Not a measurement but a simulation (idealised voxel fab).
A process module follows: voxel spacer lines.
Cross-section cut spans 235 nm and uses square cells 5 nm in size.
The cross-sections in this document take the form of a grid made of square cells. They are written out as bands, in order from top to bottom. Each band consists of one or more rows of cells.
Within each band entry, the heights of the top and of the bottom of the band appear first, in that order and in nm; the materials of the band then follow from left to right, each with its corresponding width in nm. The designation "full width" on a single material indicates that it fills the band from edge to edge; the designation "empty" indicates empty space.
Below 0: as-received wafer, all one material; heights counted from there. Lowest band: no bottom, goes on down, written "from 0 down".
When a width is written as two numbers, as in "30..40", the first number is the width in the top row of cells of the band and the second is the width in its bottom row, and the width changes by the same amount from each row to the next.
When a step is marked "no change occurred", none of the cells in the cross-section changed during that step.
Empty spaces without an open route to the top, at least 8 cells in extent, make up the entry "Fully enclosed voids"; each is given as width x height at distance, where the distance is measured from the left edge, and all are in nm.
The remark found on a step's line after its settings is issued by the simulator itself and pertains to that step.
overlay nm: how far to the right of its planned place the mask lay on this masked step (negative: to the left).

## So here's the lineup of process steps we planned
1. RECEIVE, material Si
2. CONFORMAL_DEP, material Al2O3, thk nm 5
3. DIRECTIONAL_DEP, material polySi, thk nm 10
4. DIRECTIONAL_DEP, material aC, thk nm 30
5. PATTERN, tone cover, mask id MANDREL, material resist, width nm 15, pitch nm 50, thk nm 35, overlay nm 0
6. DIRECTIONAL_ETCH, etch materials aC, depth nm 30
7. STRIP, etch materials resist
8. CONFORMAL_DEP, material SiO2, thk nm 10
9. DIRECTIONAL_ETCH, etch materials SiO2, depth nm 10
10. STRIP, etch materials aC
11. DIRECTIONAL_ETCH, etch materials polySi, depth nm 10
12. STRIP, etch materials SiO2

## First of two wafers: run as planned

## Cross-section of the wafer upon arrival, representing the state reached after step 1
> from 0 down  Si full width
> Fully enclosed voids: none

## Wafer section view after processing step 2
> from 5 to 0  Al2O3 full width
> Under 0: no change, same as before.

## Wafer section view after processing step 3
> from 15 to 5  polySi full width
> Under 5: no change, same as before.

## Wafer section view after processing step 4
> from 45 to 15  aC full width
> Under 15: no change, same as before.

## Wafer section view after processing step 5
> from 80 to 45  empty (85), resist (15), empty (35), resist (15), empty (85)
> Under 45: no change, same as before.

## Wafer section view after processing step 6
> from 50 to 45  empty (85), resist (15), empty (35), resist (15), empty (85)
> from 45 to 15  empty (85), aC (15), empty (35), aC (15), empty (85)
> Under 15: no change, same as before.

## Wafer section view after processing step 7
> from 45 to 15  empty (85), aC (15), empty (35), aC (15), empty (85)
> Under 15: no change, same as before.

## Wafer section view after processing step 8
> from 55 to 45  empty (75), SiO2 (35), empty (15), SiO2 (35), empty (75)
> from 45 to 25  empty (75), SiO2 (10), aC (15), SiO2 (10), empty (15), SiO2 (10), aC (15), SiO2 (10), empty (75)
> from 25 to 15  SiO2 (85), aC (15), SiO2 (35), aC (15), SiO2 (85)
> Under 15: no change, same as before.

## Wafer section view after processing step 9
> from 45 to 15  empty (75), SiO2 (10), aC (15), SiO2 (10), empty (15), SiO2 (10), aC (15), SiO2 (10), empty (75)
> Under 15: no change, same as before.

## Wafer section view after processing step 10
> from 45 to 15  empty (75), SiO2 (10), empty (15), SiO2 (10), empty (15), SiO2 (10), empty (15), SiO2 (10), empty (75)
> Under 15: no change, same as before.

## Wafer section view after processing step 11
> from 45 to 15  empty (75), SiO2 (10), empty (15), SiO2 (10), empty (15), SiO2 (10), empty (15), SiO2 (10), empty (75)
> from 15 to 5  empty (75), polySi (10), empty (15), polySi (10), empty (15), polySi (10), empty (15), polySi (10), empty (75)
> Under 5: no change, same as before.

## Wafer section view after processing step 12
> from 15 to 5  empty (75), polySi (10), empty (15), polySi (10), empty (15), polySi (10), empty (15), polySi (10), empty (75)
> Under 5: no change, same as before.

## For the second wafer, take the first wafer's start and plan, then add one mistake made in running it; everything through step 4, that step included, is shared with the first

## Cross-section, second wafer, at the end time the plan gives for step 5
> from 80 to 45  resist (85), empty (15), resist (35), empty (15), resist (85)
> Under 45: no change, same as before.

## Cross-section, second wafer, at the end time the plan gives for step 6
> from 50 to 45  resist (85), empty (15), resist (35), empty (15), resist (85)
> from 45 to 15  aC (85), empty (15), aC (35), empty (15), aC (85)
> Under 15: no change, same as before.

## Cross-section, second wafer, at the end time the plan gives for step 7
> from 45 to 15  aC (85), empty (15), aC (35), empty (15), aC (85)
> Under 15: no change, same as before.

## Cross-section, second wafer, at the end time the plan gives for step 8
> from 55 to 45  SiO2 full width
> from 45 to 15  aC (85), SiO2 (15), aC (35), SiO2 (15), aC (85)
> Under 15: no change, same as before.

## Cross-section, second wafer, at the end time the plan gives for step 9
> from 45 to 15  aC (85), SiO2 (15), aC (35), SiO2 (15), aC (85)
> Under 15: no change, same as before.

## Cross-section, second wafer, at the end time the plan gives for step 10
> from 45 to 15  empty (85), SiO2 (15), empty (35), SiO2 (15), empty (85)
> Under 15: no change, same as before.

## Cross-section, second wafer, at the end time the plan gives for step 11
> from 45 to 15  empty (85), SiO2 (15), empty (35), SiO2 (15), empty (85)
> from 15 to 5  empty (85), polySi (15), empty (35), polySi (15), empty (85)
> Under 5: no change, same as before.

## Cross-section, second wafer, at the end time the plan gives for step 12
> from 15 to 5  empty (85), polySi (15), empty (35), polySi (15), empty (85)
> Under 5: no change, same as before.
What was the processing mistake? the process deviated at step 5: the operation and settings actually run there were PATTERN, tone open, mask id MANDREL, material resist, width nm 15, pitch nm 50, thk nm 35, overlay nm 0
Looking at both finished wafers in cells, the second ends up ahead of or behind the first on some materials: polySi -4
